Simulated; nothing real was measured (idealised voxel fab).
Module name: voxel gate over fins (process module)
Cross-sectional view cut (width: 165 nm; square cell size: 5 nm).
A cross-section is a grid of square cells, given in bands from the top down. A band is one or more rows of cells. Each band's line starts with the height of the band's top and of its bottom, in nm. Then come its materials from left to right, each with its width in nm. One material with "edge to edge" fills the band from edge to edge. "blank" is empty space. Where do heights start? At 0: under that level the wafer as delivered is made of one material only. And the lowest band has no floor; it just carries on downward, as in "0 -> down". The expression "30 to 40" gives the width at the extremes of the band, the first number at its top row of cells and the second at its bottom row, with the width changing by equal amounts from each row to the next in between. The cross-section has no changed cell in any step marked "same as before". The entry "Closed cavity list" lists the empty spaces that cover at least 8 cells and have no open path to the top. Each is written as width x height at distance, where the distance is measured from the left edge and all three values are in nm. Anything after a step's settings on that line? It's the simulator's own note about the step. The setting "overlay nm" may be written on the line of a step. When the step uses a mask, the value reports how far to the right of the planned place the mask lay, and a negative value reports that it lay to the left.

Steps in the process plan
| 1 | RECEIVE with material Si |
| 2 | CONFORMAL_DEP with material SiN, thk nm 5 |
| 3 | DIRECTIONAL_DEP with material aC, thk nm 15 |
| 4 | PATTERN with tone cover, mask id FINS, material resist, width nm 15, pitch nm 40, thk nm 35, overlay nm 0 |
| 5 | DIRECTIONAL_ETCH with etch materials aC, depth nm 15 |
| 6 | STRIP with etch materials resist |
| 7 | DIRECTIONAL_ETCH with etch materials SiN, depth nm 5 |
| 8 | DIRECTIONAL_ETCH with etch materials Si, depth nm 35 |
| 9 | STRIP with etch materials aC |
| 10 | FILL_DEP with material SiO2, thk nm 5 |
| 11 | CMP with height nm 5 |
| 12 | SELECTIVE_ETCH with etch materials SiO2, depth nm 15 |
| 13 | STRIP with etch materials SiN |
| 14 | CONFORMAL_DEP with material HfO2, thk nm 5 |
| 15 | CONFORMAL_DEP with material TiN, thk nm 5 |
| 16 | FILL_DEP with material W, thk nm 15 |
| 17 | CMP with height nm 20 |
| 18 | CONFORMAL_DEP with material SiN, thk nm 10 |

The cross-section here shows the wafer as received, i.e. in its state after step 1
> 0 -> down: Si edge to edge
> Closed cavity list: none

As-planned run: cross-section of the first of two wafers at end of module
> 30 -> 20: SiN edge to edge
> 20 -> 10: W edge to edge
> 10 -> 5: W: 5  TiN: 35  W: 5  TiN: 35  W: 5  TiN: 35  W: 5  TiN: 35  W: 5
> 5 -> 0: W: 5  TiN: 5  HfO2: 25  TiN: 5  W: 5  TiN: 5  HfO2: 25  TiN: 5  W: 5  TiN: 5  HfO2: 25  TiN: 5  W: 5  TiN: 5  HfO2: 25  TiN: 5  W: 5
> 0 -> -5: TiN: 10  HfO2: 5  Si: 15  HfO2: 5  TiN: 15  HfO2: 5  Si: 15  HfO2: 5  TiN: 15  HfO2: 5  Si: 15  HfO2: 5  TiN: 15  HfO2: 5  Si: 15  HfO2: 5  TiN: 10
> -5 -> -10: HfO2: 15  Si: 15  HfO2: 25  Si: 15  HfO2: 25  Si: 15  HfO2: 25  Si: 15  HfO2: 15
> -10 -> -35: SiO2: 15  Si: 15  SiO2: 25  Si: 15  SiO2: 25  Si: 15  SiO2: 25  Si: 15  SiO2: 15
> -35 -> down: Si edge to edge
> Closed cavity list: none

So this is wafer number two of the two, cut at the end of the module - it started where the first did and had the same plan, we just got one thing wrong running it
> 30 -> 20: TiN edge to edge
> 20 -> 10: W edge to edge
> 10 -> 5: W: 5  TiN: 35  W: 5  TiN: 35  W: 5  TiN: 35  W: 5  TiN: 35  W: 5
> 5 -> 0: W: 5  TiN: 5  HfO2: 25  TiN: 5  W: 5  TiN: 5  HfO2: 25  TiN: 5  W: 5  TiN: 5  HfO2: 25  TiN: 5  W: 5  TiN: 5  HfO2: 25  TiN: 5  W: 5
> 0 -> -5: TiN: 10  HfO2: 5  Si: 15  HfO2: 5  TiN: 15  HfO2: 5  Si: 15  HfO2: 5  TiN: 15  HfO2: 5  Si: 15  HfO2: 5  TiN: 15  HfO2: 5  Si: 15  HfO2: 5  TiN: 10
> -5 -> -10: HfO2: 15  Si: 15  HfO2: 25  Si: 15  HfO2: 25  Si: 15  HfO2: 25  Si: 15  HfO2: 15
> -10 -> -35: SiO2: 15  Si: 15  SiO2: 25  Si: 15  SiO2: 25  Si: 15  SiO2: 25  Si: 15  SiO2: 15
> -35 -> down: Si edge to edge
> Closed cavity list: none
Which mistake was made when the wafer was run? so step 18 ended up running with a different setting than we planned, it ran as CONFORMAL_DEP with material TiN, thk nm 10
Final wafer comparison in cells, second versus first, more or fewer per material: SiN: 66 fewer, TiN: 66 more
